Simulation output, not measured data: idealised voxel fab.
Herein follows the process module entitled voxel wiring stack.
FYI the section here is cut, 155 nm wide, cells are 5 nm squares.
Notation: cross-section as square-cell grid; stated in bands, top first, going down; one or more cell rows per band. Top, bottom (nm), then materials left to right with widths (nm); lone material tagged "full width" fills the whole band edge to edge; "blank" = empty space. All heights in this document are referenced to 0, defined as the level beneath which the wafer, as received, consists entirely of one material. The lowest band is not bounded below; it extends indefinitely downward and is written in the form "0 down". Note: "30 to 40" means the width goes from the first number (top row of the band) to the second number (bottom row) in equal steps per row of cells. No cell of the cross-section changed in a step that is given as "changes: none". In "Sealed void list" the enclosed voids are listed, meaning empty spaces of 8 cells or larger without any opening to the top. The form is width x height at distance, distance from the left edge, units nm. Post-settings text on a step line: simulator's own remark regarding the step. overlay nm: for a step with a mask, the amount by which the mask lay right of where it was planned; a negative amount means left of it.

# plan
1. RECEIVE with material Si
2. CONFORMAL_DEP with material SiO2, thk nm 10
3. DIRECTIONAL_DEP with material TiN, thk nm 5
4. DIRECTIONAL_DEP with material Ru, thk nm 25
5. PATTERN with tone cover, mask id METAL_1, material resist, width nm 30, pitch nm 45, thk nm 20, overlay nm 0
6. DIRECTIONAL_ETCH with etch materials Ru, depth nm 25
7. DIRECTIONAL_ETCH with etch materials TiN, depth nm 5
8. STRIP with etch materials resist
9. CONFORMAL_DEP with material SiN, thk nm 5
10. FILL_DEP with material SiO2, thk nm 5
11. CMP with height nm 40
12. CONFORMAL_DEP with material SiCN, thk nm 5
13. DIRECTIONAL_DEP with material SiO2, thk nm 30
14. DIRECTIONAL_DEP with material aC, thk nm 10
15. PATTERN with tone open, mask id METAL_2_HOLES, material resist, width nm 15, pitch nm 45, thk nm 25, overlay nm 0
16. DIRECTIONAL_ETCH with etch materials aC, depth nm 10
17. STRIP with etch materials resist
18. DIRECTIONAL_ETCH with etch materials SiO2, depth nm 30
19. STRIP with etch materials aC
20. DIRECTIONAL_DEP with material aC, thk nm 15
21. PATTERN with tone open, mask id METAL_2, material resist, width nm 30, pitch nm 45, thk nm 35, overlay nm 0
22. DIRECTIONAL_ETCH with etch materials aC, depth nm 15
23. STRIP with etch materials resist
24. DIRECTIONAL_ETCH with etch materials SiO2, depth nm 15
25. DIRECTIONAL_ETCH with etch materials SiCN, depth nm 5
26. STRIP with etch materials aC
27. CONFORMAL_DEP with material TiN, thk nm 5
28. FILL_DEP with material Cu, thk nm 5
29. CMP with height nm 75
30. CONFORMAL_DEP with material SiCN, thk nm 5
31. DIRECTIONAL_DEP with material lowk, thk nm 10
32. DIRECTIONAL_DEP with material aC, thk nm 15
33. PATTERN with tone open, mask id PLUG_2, material resist, width nm 15, pitch nm 45, thk nm 30, overlay nm 0
34. DIRECTIONAL_ETCH with etch materials aC, depth nm 15
35. STRIP with etch materials resist
36. DIRECTIONAL_ETCH with etch materials lowk, depth nm 10
37. DIRECTIONAL_ETCH with etch materials SiCN, depth nm 5
38. STRIP with etch materials aC
39. CONFORMAL_DEP with material TiN, thk nm 5
40. FILL_DEP with material Cu, thk nm 5
41. CMP with height nm 90
42. DIRECTIONAL_DEP with material TiN, thk nm 5
43. DIRECTIONAL_DEP with material W, thk nm 20
44. DIRECTIONAL_DEP with material aC, thk nm 15
45. PATTERN with tone cover, mask id METAL_3, material resist, width nm 30, pitch nm 45, thk nm 30, overlay nm 0
46. DIRECTIONAL_ETCH with etch materials aC, depth nm 15
47. STRIP with etch materials resist
48. DIRECTIONAL_ETCH with etch materials W, depth nm 20
49. DIRECTIONAL_ETCH with etch materials TiN, depth nm 5
50. STRIP with etch materials aC
51. CONFORMAL_DEP with material SiN, thk nm 5
52. FILL_DEP with material lowk, thk nm 5
53. CMP with height nm 115
54. CONFORMAL_DEP with material SiN, thk nm 5

# The first wafer of two, processed as planned

# Cross-section of the incoming wafer, state after step 1
* 0 down | Si full width
* Sealed void list: none

# Cross-section through the wafer, step 2 finished
* 10 to 0 | SiO2 full width
* Unchanged below 0.

# Cross-section through the wafer, step 3 finished
* 15 to 10 | TiN full width
* Unchanged below 10.

# Cross-section through the wafer, step 4 finished
* 40 to 15 | Ru full width
* Unchanged below 15.

# Cross-section through the wafer, step 5 finished
* 60 to 40 | blank=15; resist=30; blank=15; resist=30; blank=15; resist=30; blank=20
* Unchanged below 40.

# Cross-section through the wafer, step 6 finished
* 60 to 40 | blank=15; resist=30; blank=15; resist=30; blank=15; resist=30; blank=20
* 40 to 15 | blank=15; Ru=30; blank=15; Ru=30; blank=15; Ru=30; blank=20
* Unchanged below 15.

# Cross-section through the wafer, step 7 finished
* 60 to 40 | blank=15; resist=30; blank=15; resist=30; blank=15; resist=30; blank=20
* 40 to 15 | blank=15; Ru=30; blank=15; Ru=30; blank=15; Ru=30; blank=20
* 15 to 10 | blank=15; TiN=30; blank=15; TiN=30; blank=15; TiN=30; blank=20
* Unchanged below 10.

# Cross-section through the wafer, step 8 finished
* 40 to 15 | blank=15; Ru=30; blank=15; Ru=30; blank=15; Ru=30; blank=20
* Unchanged below 15.

# Cross-section through the wafer, step 9 finished
* 45 to 40 | blank=10; SiN=40; blank=5; SiN=40; blank=5; SiN=40; blank=15
* 40 to 15 | blank=10; SiN=5; Ru=30; SiN=5; blank=5; SiN=5; Ru=30; SiN=5; blank=5; SiN=5; Ru=30; SiN=5; blank=15
* 15 to 10 | SiN=15; TiN=30; SiN=15; TiN=30; SiN=15; TiN=30; SiN=20
* Unchanged below 10.

# Cross-section through the wafer, step 10 finished
* 50 to 45 | SiO2 full width
* 45 to 40 | SiO2=10; SiN=40; SiO2=5; SiN=40; SiO2=5; SiN=40; SiO2=15
* 40 to 15 | SiO2=10; SiN=5; Ru=30; SiN=5; SiO2=5; SiN=5; Ru=30; SiN=5; SiO2=5; SiN=5; Ru=30; SiN=5; SiO2=15
* Unchanged below 15.

# Cross-section through the wafer, step 11 finished
* 40 to 15 | SiO2=10; SiN=5; Ru=30; SiN=5; SiO2=5; SiN=5; Ru=30; SiN=5; SiO2=5; SiN=5; Ru=30; SiN=5; SiO2=15
* Unchanged below 15.

# Cross-section through the wafer, step 12 finished
* 45 to 40 | SiCN full width
* Unchanged below 40.

# Cross-section through the wafer, step 13 finished
* 75 to 45 | SiO2 full width
* Unchanged below 45.

# Cross-section through the wafer, step 14 finished
* 85 to 75 | aC full width
* Unchanged below 75.

# Cross-section through the wafer, step 15 finished
* 110 to 85 | resist=15; blank=15; resist=30; blank=15; resist=30; blank=15; resist=35
* Unchanged below 85.

# Cross-section through the wafer, step 16 finished
* 100 to 85 | resist=15; blank=15; resist=30; blank=15; resist=30; blank=15; resist=35
* 85 to 75 | aC=15; blank=15; aC=30; blank=15; aC=30; blank=15; aC=35
* Unchanged below 75.

# Cross-section through the wafer, step 17 finished
* 85 to 75 | aC=15; blank=15; aC=30; blank=15; aC=30; blank=15; aC=35
* Unchanged below 75.

# Cross-section through the wafer, step 18 finished
* 85 to 75 | aC=15; blank=15; aC=30; blank=15; aC=30; blank=15; aC=35
* 75 to 45 | SiO2=15; blank=15; SiO2=30; blank=15; SiO2=30; blank=15; SiO2=35
* Unchanged below 45.

# Cross-section through the wafer, step 19 finished
* 75 to 45 | SiO2=15; blank=15; SiO2=30; blank=15; SiO2=30; blank=15; SiO2=35
* Unchanged below 45.

# Cross-section through the wafer, step 20 finished
* 90 to 75 | aC=15; blank=15; aC=30; blank=15; aC=30; blank=15; aC=35
* 75 to 60 | SiO2=15; blank=15; SiO2=30; blank=15; SiO2=30; blank=15; SiO2=35
* 60 to 45 | SiO2=15; aC=15; SiO2=30; aC=15; SiO2=30; aC=15; SiO2=35
* Unchanged below 45.

# Cross-section through the wafer, step 21 finished
* 125 to 90 | resist=15; blank=30; resist=15; blank=30; resist=15; blank=30; resist=20
* Unchanged below 90.

# Cross-section through the wafer, step 22 finished
* 110 to 90 | resist=15; blank=30; resist=15; blank=30; resist=15; blank=30; resist=20
* 90 to 75 | aC=15; blank=30; aC=15; blank=30; aC=15; blank=30; aC=20
* 75 to 45 | SiO2=15; blank=15; SiO2=30; blank=15; SiO2=30; blank=15; SiO2=35
* Unchanged below 45.

# Cross-section through the wafer, step 23 finished
* 90 to 75 | aC=15; blank=30; aC=15; blank=30; aC=15; blank=30; aC=20
* Unchanged below 75.

# Cross-section through the wafer, step 24 finished
* 90 to 75 | aC=15; blank=30; aC=15; blank=30; aC=15; blank=30; aC=20
* 75 to 60 | SiO2=15; blank=30; SiO2=15; blank=30; SiO2=15; blank=30; SiO2=20
* Unchanged below 60.

# Cross-section through the wafer, step 25 finished
* 90 to 75 | aC=15; blank=30; aC=15; blank=30; aC=15; blank=30; aC=20
* 75 to 60 | SiO2=15; blank=30; SiO2=15; blank=30; SiO2=15; blank=30; SiO2=20
* 60 to 45 | SiO2=15; blank=15; SiO2=30; blank=15; SiO2=30; blank=15; SiO2=35
* 45 to 40 | SiCN=15; blank=15; SiCN=30; blank=15; SiCN=30; blank=15; SiCN=35
* Unchanged below 40.

# Cross-section through the wafer, step 26 finished
* 75 to 60 | SiO2=15; blank=30; SiO2=15; blank=30; SiO2=15; blank=30; SiO2=20
* Unchanged below 60.

# Cross-section through the wafer, step 27 finished
* 80 to 75 | TiN=20; blank=20; TiN=25; blank=20; TiN=25; blank=20; TiN=25
* 75 to 65 | SiO2=15; TiN=5; blank=20; TiN=5; SiO2=15; TiN=5; blank=20; TiN=5; SiO2=15; TiN=5; blank=20; TiN=5; SiO2=20
* 65 to 60 | SiO2=15; TiN=5; blank=5; TiN=20; SiO2=15; TiN=5; blank=5; TiN=20; SiO2=15; TiN=5; blank=5; TiN=20; SiO2=20
* 60 to 45 | SiO2=15; TiN=5; blank=5; TiN=5; SiO2=30; TiN=5; blank=5; TiN=5; SiO2=30; TiN=5; blank=5; TiN=5; SiO2=35
* 45 to 40 | SiCN=15; TiN=15; SiCN=30; TiN=15; SiCN=30; TiN=15; SiCN=35
* Unchanged below 40.

# Cross-section through the wafer, step 28 finished
* 85 to 80 | Cu full width
* 80 to 75 | TiN=20; Cu=20; TiN=25; Cu=20; TiN=25; Cu=20; TiN=25
* 75 to 65 | SiO2=15; TiN=5; Cu=20; TiN=5; SiO2=15; TiN=5; Cu=20; TiN=5; SiO2=15; TiN=5; Cu=20; TiN=5; SiO2=20
* 65 to 60 | SiO2=15; TiN=5; Cu=5; TiN=20; SiO2=15; TiN=5; Cu=5; TiN=20; SiO2=15; TiN=5; Cu=5; TiN=20; SiO2=20
* 60 to 45 | SiO2=15; TiN=5; Cu=5; TiN=5; SiO2=30; TiN=5; Cu=5; TiN=5; SiO2=30; TiN=5; Cu=5; TiN=5; SiO2=35
* Unchanged below 45.

# Cross-section through the wafer, step 29 finished
* 75 to 65 | SiO2=15; TiN=5; Cu=20; TiN=5; SiO2=15; TiN=5; Cu=20; TiN=5; SiO2=15; TiN=5; Cu=20; TiN=5; SiO2=20
* Unchanged below 65.

# Cross-section through the wafer, step 30 finished
* 80 to 75 | SiCN full width
* Unchanged below 75.

# Cross-section through the wafer, step 31 finished
* 90 to 80 | lowk full width
* Unchanged below 80.

# Cross-section through the wafer, step 32 finished
* 105 to 90 | aC full width
* Unchanged below 90.

# Cross-section through the wafer, step 33 finished
* 135 to 105 | resist=15; blank=15; resist=30; blank=15; resist=30; blank=15; resist=35
* Unchanged below 105.

# Cross-section through the wafer, step 34 finished
* 120 to 105 | resist=15; blank=15; resist=30; blank=15; resist=30; blank=15; resist=35
* 105 to 90 | aC=15; blank=15; aC=30; blank=15; aC=30; blank=15; aC=35
* Unchanged below 90.

# Cross-section through the wafer, step 35 finished
* 105 to 90 | aC=15; blank=15; aC=30; blank=15; aC=30; blank=15; aC=35
* Unchanged below 90.

# Cross-section through the wafer, step 36 finished
* 105 to 90 | aC=15; blank=15; aC=30; blank=15; aC=30; blank=15; aC=35
* 90 to 80 | lowk=15; blank=15; lowk=30; blank=15; lowk=30; blank=15; lowk=35
* Unchanged below 80.

# Cross-section through the wafer, step 37 finished
* 105 to 90 | aC=15; blank=15; aC=30; blank=15; aC=30; blank=15; aC=35
* 90 to 80 | lowk=15; blank=15; lowk=30; blank=15; lowk=30; blank=15; lowk=35
* 80 to 75 | SiCN=15; blank=15; SiCN=30; blank=15; SiCN=30; blank=15; SiCN=35
* Unchanged below 75.

# Cross-section through the wafer, step 38 finished
* 90 to 80 | lowk=15; blank=15; lowk=30; blank=15; lowk=30; blank=15; lowk=35
* Unchanged below 80.

# Cross-section through the wafer, step 39 finished
* 95 to 90 | TiN=20; blank=5; TiN=40; blank=5; TiN=40; blank=5; TiN=40
* 90 to 80 | lowk=15; TiN=5; blank=5; TiN=5; lowk=30; TiN=5; blank=5; TiN=5; lowk=30; TiN=5; blank=5; TiN=5; lowk=35
* 80 to 75 | SiCN=15; TiN=15; SiCN=30; TiN=15; SiCN=30; TiN=15; SiCN=35
* Unchanged below 75.

# Cross-section through the wafer, step 40 finished
* 100 to 95 | Cu full width
* 95 to 90 | TiN=20; Cu=5; TiN=40; Cu=5; TiN=40; Cu=5; TiN=40
* 90 to 80 | lowk=15; TiN=5; Cu=5; TiN=5; lowk=30; TiN=5; Cu=5; TiN=5; lowk=30; TiN=5; Cu=5; TiN=5; lowk=35
* Unchanged below 80.

# Cross-section through the wafer, step 41 finished
* 90 to 80 | lowk=15; TiN=5; Cu=5; TiN=5; lowk=30; TiN=5; Cu=5; TiN=5; lowk=30; TiN=5; Cu=5; TiN=5; lowk=35
* Unchanged below 80.

# Cross-section through the wafer, step 42 finished
* 95 to 90 | TiN full width
* Unchanged below 90.

# Cross-section through the wafer, step 43 finished
* 115 to 95 | W full width
* Unchanged below 95.

# Cross-section through the wafer, step 44 finished
* 130 to 115 | aC full width
* Unchanged below 115.

# Cross-section through the wafer, step 45 finished
* 160 to 130 | blank=15; resist=30; blank=15; resist=30; blank=15; resist=30; blank=20
* Unchanged below 130.

# Cross-section through the wafer, step 46 finished
* 145 to 130 | blank=15; resist=30; blank=15; resist=30; blank=15; resist=30; blank=20
* 130 to 115 | blank=15; aC=30; blank=15; aC=30; blank=15; aC=30; blank=20
* Unchanged below 115.

# Cross-section through the wafer, step 47 finished
* 130 to 115 | blank=15; aC=30; blank=15; aC=30; blank=15; aC=30; blank=20
* Unchanged below 115.

# Cross-section through the wafer, step 48 finished
* 130 to 115 | blank=15; aC=30; blank=15; aC=30; blank=15; aC=30; blank=20
* 115 to 95 | blank=15; W=30; blank=15; W=30; blank=15; W=30; blank=20
* Unchanged below 95.

# Cross-section through the wafer, step 49 finished
* 130 to 115 | blank=15; aC=30; blank=15; aC=30; blank=15; aC=30; blank=20
* 115 to 95 | blank=15; W=30; blank=15; W=30; blank=15; W=30; blank=20
* 95 to 90 | blank=15; TiN=30; blank=15; TiN=30; blank=15; TiN=30; blank=20
* Unchanged below 90.

# Cross-section through the wafer, step 50 finished
* 115 to 95 | blank=15; W=30; blank=15; W=30; blank=15; W=30; blank=20
* Unchanged below 95.

# Cross-section through the wafer, step 51 finished
* 120 to 115 | blank=10; SiN=40; blank=5; SiN=40; blank=5; SiN=40; blank=15
* 115 to 95 | blank=10; SiN=5; W=30; SiN=5; blank=5; SiN=5; W=30; SiN=5; blank=5; SiN=5; W=30; SiN=5; blank=15
* 95 to 90 | SiN=15; TiN=30; SiN=15; TiN=30; SiN=15; TiN=30; SiN=20
* Unchanged below 90.

# Cross-section through the wafer, step 52 finished
* 125 to 120 | lowk full width
* 120 to 115 | lowk=10; SiN=40; lowk=5; SiN=40; lowk=5; SiN=40; lowk=15
* 115 to 95 | lowk=10; SiN=5; W=30; SiN=5; lowk=5; SiN=5; W=30; SiN=5; lowk=5; SiN=5; W=30; SiN=5; lowk=15
* Unchanged below 95.

# Cross-section through the wafer, step 53 finished
* 115 to 95 | lowk=10; SiN=5; W=30; SiN=5; lowk=5; SiN=5; W=30; SiN=5; lowk=5; SiN=5; W=30; SiN=5; lowk=15
* Unchanged below 95.

# Cross-section through the wafer, step 54 finished
* 120 to 115 | SiN full width
* Unchanged below 115.

# Wafer two of the pair: same origin, same plan, one error during the run; identical to wafer one up to and including step 20

# X-section, second wafer, when step 21 was due to finish
* 125 to 90 | resist=20; blank=30; resist=15; blank=30; resist=15; blank=30; resist=15
* 90 to 75 | aC=15; resist=5; blank=10; aC=30; resist=5; blank=10; aC=30; resist=5; blank=10; aC=35
* 75 to 60 | SiO2=15; resist=5; blank=10; SiO2=30; resist=5; blank=10; SiO2=30; resist=5; blank=10; SiO2=35
* Unchanged below 60.

# X-section, second wafer, when step 22 was due to finish
* 110 to 90 | resist=20; blank=30; resist=15; blank=30; resist=15; blank=30; resist=15
* 90 to 75 | aC=15; resist=5; blank=30; aC=10; resist=5; blank=30; aC=10; resist=5; blank=30; aC=15
* 75 to 60 | SiO2=15; resist=5; blank=10; SiO2=30; resist=5; blank=10; SiO2=30; resist=5; blank=10; SiO2=35
* 60 to 45 | SiO2=15; aC=5; blank=10; SiO2=30; aC=5; blank=10; SiO2=30; aC=5; blank=10; SiO2=35
* Unchanged below 45.

# X-section, second wafer, when step 23 was due to finish
* 90 to 75 | aC=15; blank=35; aC=10; blank=35; aC=10; blank=35; aC=15
* 75 to 60 | SiO2=15; blank=15; SiO2=30; blank=15; SiO2=30; blank=15; SiO2=35
* Unchanged below 60.

# X-section, second wafer, when step 24 was due to finish
* 90 to 75 | aC=15; blank=35; aC=10; blank=35; aC=10; blank=35; aC=15
* 75 to 60 | SiO2=15; blank=35; SiO2=10; blank=35; SiO2=10; blank=35; SiO2=15
* Unchanged below 60.

# X-section, second wafer, when step 25 was due to finish
* 90 to 75 | aC=15; blank=35; aC=10; blank=35; aC=10; blank=35; aC=15
* 75 to 60 | SiO2=15; blank=35; SiO2=10; blank=35; SiO2=10; blank=35; SiO2=15
* 60 to 45 | SiO2=15; aC=5; blank=10; SiO2=30; aC=5; blank=10; SiO2=30; aC=5; blank=10; SiO2=35
* 45 to 40 | SiCN=20; blank=10; SiCN=35; blank=10; SiCN=35; blank=10; SiCN=35
* Unchanged below 40.

# X-section, second wafer, when step 26 was due to finish
* 75 to 60 | SiO2=15; blank=35; SiO2=10; blank=35; SiO2=10; blank=35; SiO2=15
* 60 to 45 | SiO2=15; blank=15; SiO2=30; blank=15; SiO2=30; blank=15; SiO2=35
* Unchanged below 45.

# X-section, second wafer, when step 27 was due to finish
* 80 to 75 | TiN=20; blank=25; TiN=20; blank=25; TiN=20; blank=25; TiN=20
* 75 to 65 | SiO2=15; TiN=5; blank=25; TiN=5; SiO2=10; TiN=5; blank=25; TiN=5; SiO2=10; TiN=5; blank=25; TiN=5; SiO2=15
* 65 to 60 | SiO2=15; TiN=5; blank=5; TiN=25; SiO2=10; TiN=5; blank=5; TiN=25; SiO2=10; TiN=5; blank=5; TiN=25; SiO2=15
* 60 to 50 | SiO2=15; TiN=5; blank=5; TiN=5; SiO2=30; TiN=5; blank=5; TiN=5; SiO2=30; TiN=5; blank=5; TiN=5; SiO2=35
* 50 to 45 | SiO2=15; TiN=15; SiO2=30; TiN=15; SiO2=30; TiN=15; SiO2=35
* 45 to 40 | SiCN=20; TiN=10; SiCN=35; TiN=10; SiCN=35; TiN=10; SiCN=35
* Unchanged below 40.

# X-section, second wafer, when step 28 was due to finish
* 85 to 80 | Cu full width
* 80 to 75 | TiN=20; Cu=25; TiN=20; Cu=25; TiN=20; Cu=25; TiN=20
* 75 to 65 | SiO2=15; TiN=5; Cu=25; TiN=5; SiO2=10; TiN=5; Cu=25; TiN=5; SiO2=10; TiN=5; Cu=25; TiN=5; SiO2=15
* 65 to 60 | SiO2=15; TiN=5; Cu=5; TiN=25; SiO2=10; TiN=5; Cu=5; TiN=25; SiO2=10; TiN=5; Cu=5; TiN=25; SiO2=15
* 60 to 50 | SiO2=15; TiN=5; Cu=5; TiN=5; SiO2=30; TiN=5; Cu=5; TiN=5; SiO2=30; TiN=5; Cu=5; TiN=5; SiO2=35
* Unchanged below 50.

# X-section, second wafer, when step 29 was due to finish
* 75 to 65 | SiO2=15; TiN=5; Cu=25; TiN=5; SiO2=10; TiN=5; Cu=25; TiN=5; SiO2=10; TiN=5; Cu=25; TiN=5; SiO2=15
* Unchanged below 65.

# X-section, second wafer, when step 30 was due to finish
* 80 to 75 | SiCN full width
* Unchanged below 75.

# X-section, second wafer, when step 31 was due to finish
* 90 to 80 | lowk full width
* Unchanged below 80.

# X-section, second wafer, when step 32 was due to finish
* 105 to 90 | aC full width
* Unchanged below 90.

# X-section, second wafer, when step 33 was due to finish
* 135 to 105 | resist=15; blank=15; resist=30; blank=15; resist=30; blank=15; resist=35
* Unchanged below 105.

# X-section, second wafer, when step 34 was due to finish
* 120 to 105 | resist=15; blank=15; resist=30; blank=15; resist=30; blank=15; resist=35
* 105 to 90 | aC=15; blank=15; aC=30; blank=15; aC=30; blank=15; aC=35
* Unchanged below 90.

# X-section, second wafer, when step 35 was due to finish
* 105 to 90 | aC=15; blank=15; aC=30; blank=15; aC=30; blank=15; aC=35
* Unchanged below 90.

# X-section, second wafer, when step 36 was due to finish
* 105 to 90 | aC=15; blank=15; aC=30; blank=15; aC=30; blank=15; aC=35
* 90 to 80 | lowk=15; blank=15; lowk=30; blank=15; lowk=30; blank=15; lowk=35
* Unchanged below 80.

# X-section, second wafer, when step 37 was due to finish
* 105 to 90 | aC=15; blank=15; aC=30; blank=15; aC=30; blank=15; aC=35
* 90 to 80 | lowk=15; blank=15; lowk=30; blank=15; lowk=30; blank=15; lowk=35
* 80 to 75 | SiCN=15; blank=15; SiCN=30; blank=15; SiCN=30; blank=15; SiCN=35
* Unchanged below 75.

# X-section, second wafer, when step 38 was due to finish
* 90 to 80 | lowk=15; blank=15; lowk=30; blank=15; lowk=30; blank=15; lowk=35
* Unchanged below 80.

# X-section, second wafer, when step 39 was due to finish
* 95 to 90 | TiN=20; blank=5; TiN=40; blank=5; TiN=40; blank=5; TiN=40
* 90 to 80 | lowk=15; TiN=5; blank=5; TiN=5; lowk=30; TiN=5; blank=5; TiN=5; lowk=30; TiN=5; blank=5; TiN=5; lowk=35
* 80 to 75 | SiCN=15; TiN=15; SiCN=30; TiN=15; SiCN=30; TiN=15; SiCN=35
* Unchanged below 75.

# X-section, second wafer, when step 40 was due to finish
* 100 to 95 | Cu full width
* 95 to 90 | TiN=20; Cu=5; TiN=40; Cu=5; TiN=40; Cu=5; TiN=40
* 90 to 80 | lowk=15; TiN=5; Cu=5; TiN=5; lowk=30; TiN=5; Cu=5; TiN=5; lowk=30; TiN=5; Cu=5; TiN=5; lowk=35
* Unchanged below 80.

# X-section, second wafer, when step 41 was due to finish
* 90 to 80 | lowk=15; TiN=5; Cu=5; TiN=5; lowk=30; TiN=5; Cu=5; TiN=5; lowk=30; TiN=5; Cu=5; TiN=5; lowk=35
* Unchanged below 80.

# X-section, second wafer, when step 42 was due to finish
* 95 to 90 | TiN full width
* Unchanged below 90.

# X-section, second wafer, when step 43 was due to finish
* 115 to 95 | W full width
* Unchanged below 95.

# X-section, second wafer, when step 44 was due to finish
* 130 to 115 | aC full width
* Unchanged below 115.

# X-section, second wafer, when step 45 was due to finish
* 160 to 130 | blank=15; resist=30; blank=15; resist=30; blank=15; resist=30; blank=20
* Unchanged below 130.

# X-section, second wafer, when step 46 was due to finish
* 145 to 130 | blank=15; resist=30; blank=15; resist=30; blank=15; resist=30; blank=20
* 130 to 115 | blank=15; aC=30; blank=15; aC=30; blank=15; aC=30; blank=20
* Unchanged below 115.

# X-section, second wafer, when step 47 was due to finish
* 130 to 115 | blank=15; aC=30; blank=15; aC=30; blank=15; aC=30; blank=20
* Unchanged below 115.

# X-section, second wafer, when step 48 was due to finish
* 130 to 115 | blank=15; aC=30; blank=15; aC=30; blank=15; aC=30; blank=20
* 115 to 95 | blank=15; W=30; blank=15; W=30; blank=15; W=30; blank=20
* Unchanged below 95.

# X-section, second wafer, when step 49 was due to finish
* 130 to 115 | blank=15; aC=30; blank=15; aC=30; blank=15; aC=30; blank=20
* 115 to 95 | blank=15; W=30; blank=15; W=30; blank=15; W=30; blank=20
* 95 to 90 | blank=15; TiN=30; blank=15; TiN=30; blank=15; TiN=30; blank=20
* Unchanged below 90.

# X-section, second wafer, when step 50 was due to finish
* 115 to 95 | blank=15; W=30; blank=15; W=30; blank=15; W=30; blank=20
* Unchanged below 95.

# X-section, second wafer, when step 51 was due to finish
* 120 to 115 | blank=10; SiN=40; blank=5; SiN=40; blank=5; SiN=40; blank=15
* 115 to 95 | blank=10; SiN=5; W=30; SiN=5; blank=5; SiN=5; W=30; SiN=5; blank=5; SiN=5; W=30; SiN=5; blank=15
* 95 to 90 | SiN=15; TiN=30; SiN=15; TiN=30; SiN=15; TiN=30; SiN=20
* Unchanged below 90.

# X-section, second wafer, when step 52 was due to finish
* 125 to 120 | lowk full width
* 120 to 115 | lowk=10; SiN=40; lowk=5; SiN=40; lowk=5; SiN=40; lowk=15
* 115 to 95 | lowk=10; SiN=5; W=30; SiN=5; lowk=5; SiN=5; W=30; SiN=5; lowk=5; SiN=5; W=30; SiN=5; lowk=15
* Unchanged below 95.

# X-section, second wafer, when step 53 was due to finish
* 115 to 95 | lowk=10; SiN=5; W=30; SiN=5; lowk=5; SiN=5; W=30; SiN=5; lowk=5; SiN=5; W=30; SiN=5; lowk=15
* Unchanged below 95.

# X-section, second wafer, when step 54 was due to finish
* 120 to 115 | SiN full width
* Unchanged below 115.
Short version of what went wrong: step 21 ran differently from the plan; actual operation with settings: PATTERN with tone open, mask id METAL_2, material resist, width nm 30, pitch nm 45, thk nm 35, overlay nm 5
Per the end-of-run cell counts, the second wafer holds more or fewer of some materials than the first: 3 more of Cu | 3 more of SiCN | 9 fewer of SiO2 | 3 more of TiN
